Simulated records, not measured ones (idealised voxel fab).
Process module name: voxel transistor to metal
Square cell edge 5 nm, section width 200 nm, ID cut.
A cross-section is a grid of square cells, given in bands from the top down. A band is one or more rows of cells.
Each band's line starts with the height of the band's top and of its bottom, in nm. Then come its materials from left to right, each with its width in nm. One material with "edge to edge" fills the band from edge to edge. "empty" is empty space.
Heights from 0 (as-received wafer is one material below). Bottom band endless downward, as "0 nm and below".
A two-number width, for instance "30 to 40", indicates that the width is equal to the first number in the top row of the band and to the second number in the bottom row, and that it changes by a constant amount per row of cells.
No cell of the cross-section changed in a step that is given as "stayed the same".
"Enclosed internal cavities" means: voids of 8 cells or more that are shut off from the top with no open way through. Written width x height at distance, distance from the left edge, in nm.
Whatever follows a step's settings on its line is a remark the simulator itself makes about that step.
overlay nm: step with mask; distance mask lay right of planned place; negative value = left of planned place.

# Set out below are the planned steps of the process
1) RECEIVE [material Si]
2) CONFORMAL_DEP [material SiO2] [thk nm 5]
3) CONFORMAL_DEP [material SiN] [thk nm 15]
4) MASKED_ETCH [tone cover] [mask id ACTIVE] [width nm 115] [etch materials SiN] [depth nm 15] [overlay nm 0]
5) MASKED_ETCH [tone cover] [mask id ACTIVE] [width nm 115] [etch materials SiO2] [depth nm 5] [overlay nm 0]
6) MASKED_ETCH [tone cover] [mask id ACTIVE] [width nm 115] [etch materials Si] [depth nm 20] [overlay nm 0]
7) FILL_DEP [material SiO2] [thk nm 15]
8) CMP [height nm 20]
9) SELECTIVE_ETCH [etch materials SiO2] [depth nm 10]
10) STRIP [etch materials SiN]
11) SELECTIVE_ETCH [etch materials SiO2] [depth nm 5]
12) OXIDIZE [depth nm 5]
13) DIRECTIONAL_DEP [material polySi] [thk nm 25]
14) DIRECTIONAL_DEP [material SiCN] [thk nm 10]
15) MASKED_ETCH [tone cover] [mask id GATE] [width nm 25] [etch materials SiCN] [depth nm 20] [overlay nm 0]
16) MASKED_ETCH [tone cover] [mask id GATE] [width nm 25] [etch materials polySi] [depth nm 35] [overlay nm 0]
17) CONFORMAL_DEP [material SiN] [thk nm 10]
18) DIRECTIONAL_ETCH [etch materials SiN] [depth nm 10]
19) DIRECTIONAL_ETCH [etch materials SiO2] [depth nm 5]
20) EPI [material SiGe] [thk nm 5]
21) FILL_DEP [material SiO2] [thk nm 5]
22) CMP [height nm 35]
23) DIRECTIONAL_DEP [material SiO2] [thk nm 10]
24) PATTERN [tone open] [mask id CONTACT] [material resist] [width nm 20] [pitch nm 85] [thk nm 15] [overlay nm 0]
25) DIRECTIONAL_ETCH [etch materials SiO2] [depth nm 45]
26) STRIP [etch materials resist]
27) CONFORMAL_DEP [material TiN] [thk nm 5]
28) FILL_DEP [material W] [thk nm 10]
29) CMP [height nm 45]
30) DIRECTIONAL_DEP [material TiN] [thk nm 5]
31) DIRECTIONAL_DEP [material Ru] [thk nm 20]
32) DIRECTIONAL_DEP [material aC] [thk nm 10]
33) PATTERN [tone cover] [mask id METAL_1] [material resist] [width nm 20] [pitch nm 85] [thk nm 25] [overlay nm 0]
34) DIRECTIONAL_ETCH [etch materials aC] [depth nm 10]
35) STRIP [etch materials resist]
36) DIRECTIONAL_ETCH [etch materials Ru] [depth nm 20]
37) DIRECTIONAL_ETCH [etch materials TiN] [depth nm 5]
38) STRIP [etch materials aC]
39) CONFORMAL_DEP [material SiN] [thk nm 5]
40) FILL_DEP [material SiO2] [thk nm 5]
41) CMP [height nm 70]
42) CONFORMAL_DEP [material SiCN] [thk nm 5]

# Cross-section: wafer on arrival = after step 1
0 nm and below: Si edge to edge
Enclosed internal cavities: none

# First wafer of two, sectioned at end of module; run went per plan
75 nm to 70 nm: SiCN edge to edge
70 nm to 50 nm: 40 of SiO2 / 5 of SiN / 20 of Ru / 5 of SiN / 55 of SiO2 / 5 of SiN / 20 of Ru / 5 of SiN / 45 of SiO2
50 nm to 45 nm: 45 of SiN / 20 of TiN / 65 of SiN / 20 of TiN / 50 of SiN
45 nm to 35 nm: 45 of SiO2 / 5 of TiN / 10 of W / 5 of TiN / 65 of SiO2 / 5 of TiN / 10 of W / 5 of TiN / 50 of SiO2
35 nm to 25 nm: 45 of SiO2 / 5 of TiN / 10 of W / 5 of TiN / 10 of SiO2 / 10 of SiN / 25 of SiCN / 10 of SiN / 10 of SiO2 / 5 of TiN / 10 of W / 5 of TiN / 50 of SiO2
25 nm to 5 nm: 45 of SiO2 / 5 of TiN / 10 of W / 5 of TiN / 10 of SiO2 / 10 of SiN / 25 of polySi / 10 of SiN / 10 of SiO2 / 5 of TiN / 10 of W / 5 of TiN / 50 of SiO2
5 nm to 0 nm: 35 of SiO2 / 10 of SiN / 20 of TiN / 10 of SiO2 / 10 of SiN / 25 of polySi / 10 of SiN / 10 of SiO2 / 20 of TiN / 10 of SiN / 40 of SiO2
0 nm to -5 nm: 45 of SiO2 / 30 of SiGe / 45 of SiO2 / 30 of SiGe / 50 of SiO2
-5 nm to -20 nm: 40 of SiO2 / 115 of Si / 45 of SiO2
-20 nm and below: Si edge to edge
Enclosed internal cavities: none

# Presented here is a cross-section of the second of the two wafers as it stood at the end of the module. It was started in the same manner and assigned the same plan as the first wafer; however, one mistake was made in its execution
75 nm to 70 nm: SiCN edge to edge
70 nm to 50 nm: 40 of SiO2 / 5 of SiN / 20 of Ru / 5 of SiN / 55 of SiO2 / 5 of SiN / 20 of Ru / 5 of SiN / 45 of SiO2
50 nm to 45 nm: 45 of SiN / 20 of TiN / 65 of SiN / 20 of TiN / 50 of SiN
45 nm to 35 nm: 45 of SiO2 / 5 of TiN / 10 of W / 5 of TiN / 65 of SiO2 / 5 of TiN / 10 of W / 5 of TiN / 50 of SiO2
35 nm to 25 nm: 45 of SiO2 / 5 of TiN / 10 of W / 5 of TiN / 5 of SiO2 / 15 of SiN / 25 of SiCN / 15 of SiN / 5 of SiO2 / 5 of TiN / 10 of W / 5 of TiN / 50 of SiO2
25 nm to 15 nm: 45 of SiO2 / 5 of TiN / 10 of W / 5 of TiN / 5 of SiO2 / 15 of SiN / 25 of polySi / 15 of SiN / 5 of SiO2 / 5 of TiN / 10 of W / 5 of TiN / 50 of SiO2
15 nm to 10 nm: 45 of SiO2 / 10 of TiN / 5 of W / 5 of TiN / 5 of SiO2 / 15 of SiN / 25 of polySi / 15 of SiN / 5 of SiO2 / 5 of TiN / 5 of W / 10 of TiN / 50 of SiO2
10 nm to 5 nm: 50 of SiN / 15 of TiN / 5 of SiO2 / 15 of SiN / 25 of polySi / 15 of SiN / 5 of SiO2 / 15 of TiN / 55 of SiN
5 nm to 0 nm: 35 of SiO2 / 50 of SiN / 25 of polySi / 50 of SiN / 40 of SiO2
0 nm to -5 nm: SiO2 edge to edge
-5 nm to -20 nm: 40 of SiO2 / 115 of Si / 45 of SiO2
-20 nm and below: Si edge to edge
Enclosed internal cavities: none
Heads up, the wafer didn't run the way we planned it: step 17 did not happen as planned, as run it was CONFORMAL_DEP [material SiN] [thk nm 15]
The second wafer ends with more or fewer cells of some materials than the first, per final count: 12 fewer of SiGe; 45 more of SiN; 23 fewer of SiO2; 4 fewer of TiN; 6 fewer of W
